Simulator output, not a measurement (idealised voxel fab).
process module | voxel wiring stack
cross-section cut | 170 nm wide | cells 5 nm
A cross-section is a grid of square cells, given in bands from the top down. A band is one or more rows of cells.
Each band's line starts with the height of the band's top and of its bottom, in nm. Then come its materials from left to right, each with its width in nm. One material with "throughout" fills the band from edge to edge. "air" is empty space.
Height 0 is the level under which the wafer as received is all one material. The lowest band goes on downwards, as in "0 down".
A width such as "30 to 40" changes by the same amount from each row of cells to the next, from the band's top row to its bottom row.
"no change" after a step means that no cell of the cross-section changed.
closed voids: empty space of 8 cells or more with no open way to the top, each as width x height at its distance from the left edge, in nm
after a step's settings: what the simulator itself notes on the step
overlay nm, on a step with a mask: how far to the right of its planned place the mask lay; to the left if negative
plan
1 op RECEIVE | material Si
2 op CONFORMAL_DEP | material SiO2 | thk nm 15
3 op DIRECTIONAL_DEP | material TiN | thk nm 5
4 op DIRECTIONAL_DEP | material W | thk nm 15
5 op DIRECTIONAL_DEP | material aC | thk nm 15
6 op PATTERN | tone cover | mask id METAL_1 | material resist | width nm 25 | pitch nm 40 | thk nm 35 | overlay nm 0
7 op DIRECTIONAL_ETCH | etch materials aC | depth nm 15
8 op STRIP | etch materials resist
9 op DIRECTIONAL_ETCH | etch materials W | depth nm 15
10 op DIRECTIONAL_ETCH | etch materials TiN | depth nm 5
11 op STRIP | etch materials aC
12 op CONFORMAL_DEP | material SiN | thk nm 5
13 op FILL_DEP | material SiO2 | thk nm 5
14 op CMP | height nm 35
15 op CONFORMAL_DEP | material SiCN | thk nm 5
16 op DIRECTIONAL_DEP | material SiO2 | thk nm 25
17 op DIRECTIONAL_DEP | material aC | thk nm 15
18 op PATTERN | tone open | mask id METAL_2 | material resist | width nm 25 | pitch nm 40 | thk nm 30 | overlay nm 0
19 op DIRECTIONAL_ETCH | etch materials aC | depth nm 15
20 op STRIP | etch materials resist
21 op DIRECTIONAL_ETCH | etch materials SiO2 | depth nm 15
22 op STRIP | etch materials aC
23 op DIRECTIONAL_DEP | material aC | thk nm 10
24 op PATTERN | tone open | mask id METAL_2_HOLES | material resist | width nm 15 | pitch nm 80 | thk nm 30 | overlay nm 0
25 op DIRECTIONAL_ETCH | etch materials aC | depth nm 10
26 op STRIP | etch materials resist
27 op DIRECTIONAL_ETCH | etch materials SiO2 | depth nm 10
28 op DIRECTIONAL_ETCH | etch materials SiCN | depth nm 5
29 op STRIP | etch materials aC
30 op CONFORMAL_DEP | material TiN | thk nm 5
31 op FILL_DEP | material Cu | thk nm 5
32 op CMP | height nm 65
33 op CONFORMAL_DEP | material SiCN | thk nm 5
34 op DIRECTIONAL_DEP | material lowk | thk nm 25
35 op MASKED_ETCH | tone open | mask id METAL_3 | width nm 25 | pitch nm 40 | etch materials lowk | depth nm 15 | overlay nm 0
36 op MASKED_ETCH | tone open | mask id METAL_3_HOLES | width nm 15 | pitch nm 40 | etch materials lowk | depth nm 10 | overlay nm 0
37 op MASKED_ETCH | tone open | mask id METAL_3_HOLES | width nm 15 | pitch nm 40 | etch materials SiCN | depth nm 5 | overlay nm 0
38 op CONFORMAL_DEP | material TiN | thk nm 5
39 op FILL_DEP | material Cu | thk nm 10
40 op CMP | height nm 95
41 op CONFORMAL_DEP | material SiN | thk nm 5
first wafer, as planned
as received, after step 1
  0 down: Si throughout
  closed voids: none
after step 2
  15 to 0: SiO2 throughout
  below 0: unchanged
after step 3
  20 to 15: TiN throughout
  below 15: unchanged
after step 4
  35 to 20: W throughout
  below 20: unchanged
after step 5
  50 to 35: aC throughout
  below 35: unchanged
after step 6
  85 to 50: air 30 | resist 25 | air 15 | resist 25 | air 15 | resist 25 | air 35
  below 50: unchanged
after step 7
  70 to 50: air 30 | resist 25 | air 15 | resist 25 | air 15 | resist 25 | air 35
  50 to 35: air 30 | aC 25 | air 15 | aC 25 | air 15 | aC 25 | air 35
  below 35: unchanged
after step 8
  50 to 35: air 30 | aC 25 | air 15 | aC 25 | air 15 | aC 25 | air 35
  below 35: unchanged
after step 9
  50 to 35: air 30 | aC 25 | air 15 | aC 25 | air 15 | aC 25 | air 35
  35 to 20: air 30 | W 25 | air 15 | W 25 | air 15 | W 25 | air 35
  below 20: unchanged
after step 10
  50 to 35: air 30 | aC 25 | air 15 | aC 25 | air 15 | aC 25 | air 35
  35 to 20: air 30 | W 25 | air 15 | W 25 | air 15 | W 25 | air 35
  20 to 15: air 30 | TiN 25 | air 15 | TiN 25 | air 15 | TiN 25 | air 35
  below 15: unchanged
after step 11
  35 to 20: air 30 | W 25 | air 15 | W 25 | air 15 | W 25 | air 35
  below 20: unchanged
after step 12
  40 to 35: air 25 | SiN 35 | air 5 | SiN 35 | air 5 | SiN 35 | air 30
  35 to 20: air 25 | SiN 5 | W 25 | SiN 5 | air 5 | SiN 5 | W 25 | SiN 5 | air 5 | SiN 5 | W 25 | SiN 5 | air 30
  20 to 15: SiN 30 | TiN 25 | SiN 15 | TiN 25 | SiN 15 | TiN 25 | SiN 35
  below 15: unchanged
after step 13
  45 to 40: SiO2 throughout
  40 to 35: SiO2 25 | SiN 35 | SiO2 5 | SiN 35 | SiO2 5 | SiN 35 | SiO2 30
  35 to 20: SiO2 25 | SiN 5 | W 25 | SiN 5 | SiO2 5 | SiN 5 | W 25 | SiN 5 | SiO2 5 | SiN 5 | W 25 | SiN 5 | SiO2 30
  below 20: unchanged
after step 14
  35 to 20: SiO2 25 | SiN 5 | W 25 | SiN 5 | SiO2 5 | SiN 5 | W 25 | SiN 5 | SiO2 5 | SiN 5 | W 25 | SiN 5 | SiO2 30
  below 20: unchanged
after step 15
  40 to 35: SiCN throughout
  below 35: unchanged
after step 16
  65 to 40: SiO2 throughout
  below 40: unchanged
after step 17
  80 to 65: aC throughout
  below 65: unchanged
after step 18
  110 to 80: resist 30 | air 25 | resist 15 | air 25 | resist 15 | air 25 | resist 35
  below 80: unchanged
after step 19
  95 to 80: resist 30 | air 25 | resist 15 | air 25 | resist 15 | air 25 | resist 35
  80 to 65: aC 30 | air 25 | aC 15 | air 25 | aC 15 | air 25 | aC 35
  below 65: unchanged
after step 20
  80 to 65: aC 30 | air 25 | aC 15 | air 25 | aC 15 | air 25 | aC 35
  below 65: unchanged
after step 21
  80 to 65: aC 30 | air 25 | aC 15 | air 25 | aC 15 | air 25 | aC 35
  65 to 50: SiO2 30 | air 25 | SiO2 15 | air 25 | SiO2 15 | air 25 | SiO2 35
  below 50: unchanged
after step 22
  65 to 50: SiO2 30 | air 25 | SiO2 15 | air 25 | SiO2 15 | air 25 | SiO2 35
  below 50: unchanged
after step 23
  75 to 65: aC 30 | air 25 | aC 15 | air 25 | aC 15 | air 25 | aC 35
  65 to 60: SiO2 30 | air 25 | SiO2 15 | air 25 | SiO2 15 | air 25 | SiO2 35
  60 to 50: SiO2 30 | aC 25 | SiO2 15 | aC 25 | SiO2 15 | aC 25 | SiO2 35
  below 50: unchanged
after step 24
  105 to 75: resist 30 | air 15 | resist 65 | air 15 | resist 45
  75 to 65: aC 30 | air 15 | resist 10 | aC 15 | resist 25 | aC 15 | air 15 | resist 10 | aC 35
  65 to 60: SiO2 30 | air 15 | resist 10 | SiO2 15 | resist 25 | SiO2 15 | air 15 | resist 10 | SiO2 35
  below 60: unchanged
after step 25
  95 to 75: resist 30 | air 15 | resist 65 | air 15 | resist 45
  75 to 65: aC 30 | air 15 | resist 10 | aC 15 | resist 25 | aC 15 | air 15 | resist 10 | aC 35
  65 to 60: SiO2 30 | air 15 | resist 10 | SiO2 15 | resist 25 | SiO2 15 | air 15 | resist 10 | SiO2 35
  60 to 50: SiO2 30 | air 15 | aC 10 | SiO2 15 | aC 25 | SiO2 15 | air 15 | aC 10 | SiO2 35
  below 50: unchanged
after step 26
  75 to 65: aC 30 | air 25 | aC 15 | air 25 | aC 15 | air 25 | aC 35
  65 to 60: SiO2 30 | air 25 | SiO2 15 | air 25 | SiO2 15 | air 25 | SiO2 35
  below 60: unchanged
after step 27
  75 to 65: aC 30 | air 25 | aC 15 | air 25 | aC 15 | air 25 | aC 35
  65 to 60: SiO2 30 | air 25 | SiO2 15 | air 25 | SiO2 15 | air 25 | SiO2 35
  60 to 50: SiO2 30 | air 15 | aC 10 | SiO2 15 | aC 25 | SiO2 15 | air 15 | aC 10 | SiO2 35
  50 to 40: SiO2 30 | air 15 | SiO2 65 | air 15 | SiO2 45
  below 40: unchanged
after step 28
  75 to 65: aC 30 | air 25 | aC 15 | air 25 | aC 15 | air 25 | aC 35
  65 to 60: SiO2 30 | air 25 | SiO2 15 | air 25 | SiO2 15 | air 25 | SiO2 35
  60 to 50: SiO2 30 | air 15 | aC 10 | SiO2 15 | aC 25 | SiO2 15 | air 15 | aC 10 | SiO2 35
  50 to 40: SiO2 30 | air 15 | SiO2 65 | air 15 | SiO2 45
  40 to 35: SiCN 30 | air 15 | SiCN 65 | air 15 | SiCN 45
  below 35: unchanged
after step 29
  65 to 50: SiO2 30 | air 25 | SiO2 15 | air 25 | SiO2 15 | air 25 | SiO2 35
  below 50: unchanged
after step 30
  70 to 65: TiN 35 | air 15 | TiN 25 | air 15 | TiN 25 | air 15 | TiN 40
  65 to 55: SiO2 30 | TiN 5 | air 15 | TiN 5 | SiO2 15 | TiN 5 | air 15 | TiN 5 | SiO2 15 | TiN 5 | air 15 | TiN 5 | SiO2 35
  55 to 50: SiO2 30 | TiN 5 | air 5 | TiN 15 | SiO2 15 | TiN 25 | SiO2 15 | TiN 5 | air 5 | TiN 15 | SiO2 35
  50 to 40: SiO2 30 | TiN 5 | air 5 | TiN 5 | SiO2 65 | TiN 5 | air 5 | TiN 5 | SiO2 45
  40 to 35: SiCN 30 | TiN 15 | SiCN 65 | TiN 15 | SiCN 45
  below 35: unchanged
after step 31
  75 to 70: Cu throughout
  70 to 65: TiN 35 | Cu 15 | TiN 25 | Cu 15 | TiN 25 | Cu 15 | TiN 40
  65 to 55: SiO2 30 | TiN 5 | Cu 15 | TiN 5 | SiO2 15 | TiN 5 | Cu 15 | TiN 5 | SiO2 15 | TiN 5 | Cu 15 | TiN 5 | SiO2 35
  55 to 50: SiO2 30 | TiN 5 | Cu 5 | TiN 15 | SiO2 15 | TiN 25 | SiO2 15 | TiN 5 | Cu 5 | TiN 15 | SiO2 35
  50 to 40: SiO2 30 | TiN 5 | Cu 5 | TiN 5 | SiO2 65 | TiN 5 | Cu 5 | TiN 5 | SiO2 45
  below 40: unchanged
after step 32
  65 to 55: SiO2 30 | TiN 5 | Cu 15 | TiN 5 | SiO2 15 | TiN 5 | Cu 15 | TiN 5 | SiO2 15 | TiN 5 | Cu 15 | TiN 5 | SiO2 35
  below 55: unchanged
after step 33
  70 to 65: SiCN throughout
  below 65: unchanged
after step 34
  95 to 70: lowk throughout
  below 70: unchanged
after step 35
  95 to 80: lowk 30 | air 25 | lowk 15 | air 25 | lowk 15 | air 25 | lowk 35
  below 80: unchanged
after step 36
  95 to 80: lowk 30 | air 25 | lowk 15 | air 25 | lowk 15 | air 25 | lowk 35
  80 to 70: lowk 30 | air 15 | lowk 25 | air 15 | lowk 25 | air 15 | lowk 45
  below 70: unchanged
after step 37
  95 to 80: lowk 30 | air 25 | lowk 15 | air 25 | lowk 15 | air 25 | lowk 35
  80 to 70: lowk 30 | air 15 | lowk 25 | air 15 | lowk 25 | air 15 | lowk 45
  70 to 65: SiCN 30 | air 15 | SiCN 25 | air 15 | SiCN 25 | air 15 | SiCN 45
  below 65: unchanged
after step 38
  100 to 95: TiN 35 | air 15 | TiN 25 | air 15 | TiN 25 | air 15 | TiN 40
  95 to 85: lowk 30 | TiN 5 | air 15 | TiN 5 | lowk 15 | TiN 5 | air 15 | TiN 5 | lowk 15 | TiN 5 | air 15 | TiN 5 | lowk 35
  85 to 80: lowk 30 | TiN 5 | air 5 | TiN 15 | lowk 15 | TiN 5 | air 5 | TiN 15 | lowk 15 | TiN 5 | air 5 | TiN 15 | lowk 35
  80 to 70: lowk 30 | TiN 5 | air 5 | TiN 5 | lowk 25 | TiN 5 | air 5 | TiN 5 | lowk 25 | TiN 5 | air 5 | TiN 5 | lowk 45
  70 to 65: SiCN 30 | TiN 15 | SiCN 25 | TiN 15 | SiCN 25 | TiN 15 | SiCN 45
  below 65: unchanged
after step 39
  110 to 100: Cu throughout
  100 to 95: TiN 35 | Cu 15 | TiN 25 | Cu 15 | TiN 25 | Cu 15 | TiN 40
  95 to 85: lowk 30 | TiN 5 | Cu 15 | TiN 5 | lowk 15 | TiN 5 | Cu 15 | TiN 5 | lowk 15 | TiN 5 | Cu 15 | TiN 5 | lowk 35
  85 to 80: lowk 30 | TiN 5 | Cu 5 | TiN 15 | lowk 15 | TiN 5 | Cu 5 | TiN 15 | lowk 15 | TiN 5 | Cu 5 | TiN 15 | lowk 35
  80 to 70: lowk 30 | TiN 5 | Cu 5 | TiN 5 | lowk 25 | TiN 5 | Cu 5 | TiN 5 | lowk 25 | TiN 5 | Cu 5 | TiN 5 | lowk 45
  below 70: unchanged
after step 40
  95 to 85: lowk 30 | TiN 5 | Cu 15 | TiN 5 | lowk 15 | TiN 5 | Cu 15 | TiN 5 | lowk 15 | TiN 5 | Cu 15 | TiN 5 | lowk 35
  below 85: unchanged
after step 41
  100 to 95: SiN throughout
  below 95: unchanged
second wafer: like start, like plan, one mistake. Through step 1 it matches the first wafer
when step 2 should have ended
  5 to 0: TiN throughout
  below 0: unchanged
when step 3 should have ended
  20 to 5: SiO2 throughout
  below 5: unchanged
when step 4 should have ended
  35 to 20: W throughout
  below 20: unchanged
when step 5 should have ended
  50 to 35: aC throughout
  below 35: unchanged
when step 6 should have ended
  85 to 50: air 30 | resist 25 | air 15 | resist 25 | air 15 | resist 25 | air 35
  below 50: unchanged
when step 7 should have ended
  70 to 50: air 30 | resist 25 | air 15 | resist 25 | air 15 | resist 25 | air 35
  50 to 35: air 30 | aC 25 | air 15 | aC 25 | air 15 | aC 25 | air 35
  below 35: unchanged
when step 8 should have ended
  50 to 35: air 30 | aC 25 | air 15 | aC 25 | air 15 | aC 25 | air 35
  below 35: unchanged
when step 9 should have ended
  50 to 35: air 30 | aC 25 | air 15 | aC 25 | air 15 | aC 25 | air 35
  35 to 20: air 30 | W 25 | air 15 | W 25 | air 15 | W 25 | air 35
  below 20: unchanged
when step 10 should have ended: no change
when step 11 should have ended
  35 to 20: air 30 | W 25 | air 15 | W 25 | air 15 | W 25 | air 35
  below 20: unchanged
when step 12 should have ended
  40 to 35: air 25 | SiN 35 | air 5 | SiN 35 | air 5 | SiN 35 | air 30
  35 to 25: air 25 | SiN 5 | W 25 | SiN 5 | air 5 | SiN 5 | W 25 | SiN 5 | air 5 | SiN 5 | W 25 | SiN 5 | air 30
  25 to 20: SiN 30 | W 25 | SiN 15 | W 25 | SiN 15 | W 25 | SiN 35
  below 20: unchanged
when step 13 should have ended
  45 to 40: SiO2 throughout
  40 to 35: SiO2 25 | SiN 35 | SiO2 5 | SiN 35 | SiO2 5 | SiN 35 | SiO2 30
  35 to 25: SiO2 25 | SiN 5 | W 25 | SiN 5 | SiO2 5 | SiN 5 | W 25 | SiN 5 | SiO2 5 | SiN 5 | W 25 | SiN 5 | SiO2 30
  below 25: unchanged
when step 14 should have ended
  35 to 25: SiO2 25 | SiN 5 | W 25 | SiN 5 | SiO2 5 | SiN 5 | W 25 | SiN 5 | SiO2 5 | SiN 5 | W 25 | SiN 5 | SiO2 30
  below 25: unchanged
when step 15 should have ended
  40 to 35: SiCN throughout
  below 35: unchanged
when step 16 should have ended
  65 to 40: SiO2 throughout
  below 40: unchanged
when step 17 should have ended
  80 to 65: aC throughout
  below 65: unchanged
when step 18 should have ended
  110 to 80: resist 30 | air 25 | resist 15 | air 25 | resist 15 | air 25 | resist 35
  below 80: unchanged
when step 19 should have ended
  95 to 80: resist 30 | air 25 | resist 15 | air 25 | resist 15 | air 25 | resist 35
  80 to 65: aC 30 | air 25 | aC 15 | air 25 | aC 15 | air 25 | aC 35
  below 65: unchanged
when step 20 should have ended
  80 to 65: aC 30 | air 25 | aC 15 | air 25 | aC 15 | air 25 | aC 35
  below 65: unchanged
when step 21 should have ended
  80 to 65: aC 30 | air 25 | aC 15 | air 25 | aC 15 | air 25 | aC 35
  65 to 50: SiO2 30 | air 25 | SiO2 15 | air 25 | SiO2 15 | air 25 | SiO2 35
  below 50: unchanged
when step 22 should have ended
  65 to 50: SiO2 30 | air 25 | SiO2 15 | air 25 | SiO2 15 | air 25 | SiO2 35
  below 50: unchanged
when step 23 should have ended
  75 to 65: aC 30 | air 25 | aC 15 | air 25 | aC 15 | air 25 | aC 35
  65 to 60: SiO2 30 | air 25 | SiO2 15 | air 25 | SiO2 15 | air 25 | SiO2 35
  60 to 50: SiO2 30 | aC 25 | SiO2 15 | aC 25 | SiO2 15 | aC 25 | SiO2 35
  below 50: unchanged
when step 24 should have ended
  105 to 75: resist 30 | air 15 | resist 65 | air 15 | resist 45
  75 to 65: aC 30 | air 15 | resist 10 | aC 15 | resist 25 | aC 15 | air 15 | resist 10 | aC 35
  65 to 60: SiO2 30 | air 15 | resist 10 | SiO2 15 | resist 25 | SiO2 15 | air 15 | resist 10 | SiO2 35
  below 60: unchanged
when step 25 should have ended
  95 to 75: resist 30 | air 15 | resist 65 | air 15 | resist 45
  75 to 65: aC 30 | air 15 | resist 10 | aC 15 | resist 25 | aC 15 | air 15 | resist 10 | aC 35
  65 to 60: SiO2 30 | air 15 | resist 10 | SiO2 15 | resist 25 | SiO2 15 | air 15 | resist 10 | SiO2 35
  60 to 50: SiO2 30 | air 15 | aC 10 | SiO2 15 | aC 25 | SiO2 15 | air 15 | aC 10 | SiO2 35
  below 50: unchanged
when step 26 should have ended
  75 to 65: aC 30 | air 25 | aC 15 | air 25 | aC 15 | air 25 | aC 35
  65 to 60: SiO2 30 | air 25 | SiO2 15 | air 25 | SiO2 15 | air 25 | SiO2 35
  below 60: unchanged
when step 27 should have ended
  75 to 65: aC 30 | air 25 | aC 15 | air 25 | aC 15 | air 25 | aC 35
  65 to 60: SiO2 30 | air 25 | SiO2 15 | air 25 | SiO2 15 | air 25 | SiO2 35
  60 to 50: SiO2 30 | air 15 | aC 10 | SiO2 15 | aC 25 | SiO2 15 | air 15 | aC 10 | SiO2 35
  50 to 40: SiO2 30 | air 15 | SiO2 65 | air 15 | SiO2 45
  below 40: unchanged
when step 28 should have ended
  75 to 65: aC 30 | air 25 | aC 15 | air 25 | aC 15 | air 25 | aC 35
  65 to 60: SiO2 30 | air 25 | SiO2 15 | air 25 | SiO2 15 | air 25 | SiO2 35
  60 to 50: SiO2 30 | air 15 | aC 10 | SiO2 15 | aC 25 | SiO2 15 | air 15 | aC 10 | SiO2 35
  50 to 40: SiO2 30 | air 15 | SiO2 65 | air 15 | SiO2 45
  40 to 35: SiCN 30 | air 15 | SiCN 65 | air 15 | SiCN 45
  below 35: unchanged
when step 29 should have ended
  65 to 50: SiO2 30 | air 25 | SiO2 15 | air 25 | SiO2 15 | air 25 | SiO2 35
  below 50: unchanged
when step 30 should have ended
  70 to 65: TiN 35 | air 15 | TiN 25 | air 15 | TiN 25 | air 15 | TiN 40
  65 to 55: SiO2 30 | TiN 5 | air 15 | TiN 5 | SiO2 15 | TiN 5 | air 15 | TiN 5 | SiO2 15 | TiN 5 | air 15 | TiN 5 | SiO2 35
  55 to 50: SiO2 30 | TiN 5 | air 5 | TiN 15 | SiO2 15 | TiN 25 | SiO2 15 | TiN 5 | air 5 | TiN 15 | SiO2 35
  50 to 40: SiO2 30 | TiN 5 | air 5 | TiN 5 | SiO2 65 | TiN 5 | air 5 | TiN 5 | SiO2 45
  40 to 35: SiCN 30 | TiN 15 | SiCN 65 | TiN 15 | SiCN 45
  below 35: unchanged
when step 31 should have ended
  75 to 70: Cu throughout
  70 to 65: TiN 35 | Cu 15 | TiN 25 | Cu 15 | TiN 25 | Cu 15 | TiN 40
  65 to 55: SiO2 30 | TiN 5 | Cu 15 | TiN 5 | SiO2 15 | TiN 5 | Cu 15 | TiN 5 | SiO2 15 | TiN 5 | Cu 15 | TiN 5 | SiO2 35
  55 to 50: SiO2 30 | TiN 5 | Cu 5 | TiN 15 | SiO2 15 | TiN 25 | SiO2 15 | TiN 5 | Cu 5 | TiN 15 | SiO2 35
  50 to 40: SiO2 30 | TiN 5 | Cu 5 | TiN 5 | SiO2 65 | TiN 5 | Cu 5 | TiN 5 | SiO2 45
  below 40: unchanged
when step 32 should have ended
  65 to 55: SiO2 30 | TiN 5 | Cu 15 | TiN 5 | SiO2 15 | TiN 5 | Cu 15 | TiN 5 | SiO2 15 | TiN 5 | Cu 15 | TiN 5 | SiO2 35
  below 55: unchanged
when step 33 should have ended
  70 to 65: SiCN throughout
  below 65: unchanged
when step 34 should have ended
  95 to 70: lowk throughout
  below 70: unchanged
when step 35 should have ended
  95 to 80: lowk 30 | air 25 | lowk 15 | air 25 | lowk 15 | air 25 | lowk 35
  below 80: unchanged
when step 36 should have ended
  95 to 80: lowk 30 | air 25 | lowk 15 | air 25 | lowk 15 | air 25 | lowk 35
  80 to 70: lowk 30 | air 15 | lowk 25 | air 15 | lowk 25 | air 15 | lowk 45
  below 70: unchanged
when step 37 should have ended
  95 to 80: lowk 30 | air 25 | lowk 15 | air 25 | lowk 15 | air 25 | lowk 35
  80 to 70: lowk 30 | air 15 | lowk 25 | air 15 | lowk 25 | air 15 | lowk 45
  70 to 65: SiCN 30 | air 15 | SiCN 25 | air 15 | SiCN 25 | air 15 | SiCN 45
  below 65: unchanged
when step 38 should have ended
  100 to 95: TiN 35 | air 15 | TiN 25 | air 15 | TiN 25 | air 15 | TiN 40
  95 to 85: lowk 30 | TiN 5 | air 15 | TiN 5 | lowk 15 | TiN 5 | air 15 | TiN 5 | lowk 15 | TiN 5 | air 15 | TiN 5 | lowk 35
  85 to 80: lowk 30 | TiN 5 | air 5 | TiN 15 | lowk 15 | TiN 5 | air 5 | TiN 15 | lowk 15 | TiN 5 | air 5 | TiN 15 | lowk 35
  80 to 70: lowk 30 | TiN 5 | air 5 | TiN 5 | lowk 25 | TiN 5 | air 5 | TiN 5 | lowk 25 | TiN 5 | air 5 | TiN 5 | lowk 45
  70 to 65: SiCN 30 | TiN 15 | SiCN 25 | TiN 15 | SiCN 25 | TiN 15 | SiCN 45
  below 65: unchanged
when step 39 should have ended
  110 to 100: Cu throughout
  100 to 95: TiN 35 | Cu 15 | TiN 25 | Cu 15 | TiN 25 | Cu 15 | TiN 40
  95 to 85: lowk 30 | TiN 5 | Cu 15 | TiN 5 | lowk 15 | TiN 5 | Cu 15 | TiN 5 | lowk 15 | TiN 5 | Cu 15 | TiN 5 | lowk 35
  85 to 80: lowk 30 | TiN 5 | Cu 5 | TiN 15 | lowk 15 | TiN 5 | Cu 5 | TiN 15 | lowk 15 | TiN 5 | Cu 5 | TiN 15 | lowk 35
  80 to 70: lowk 30 | TiN 5 | Cu 5 | TiN 5 | lowk 25 | TiN 5 | Cu 5 | TiN 5 | lowk 25 | TiN 5 | Cu 5 | TiN 5 | lowk 45
  below 70: unchanged
when step 40 should have ended
  95 to 85: lowk 30 | TiN 5 | Cu 15 | TiN 5 | lowk 15 | TiN 5 | Cu 15 | TiN 5 | lowk 15 | TiN 5 | Cu 15 | TiN 5 | lowk 35
  below 85: unchanged
when step 41 should have ended
  100 to 95: SiN throughout
  below 95: unchanged
what went wrong: steps 2 and 3 were swapped
at the end the second wafer has, in cells: 6 fewer of SiN | 13 fewer of SiO2 | 19 more of TiN
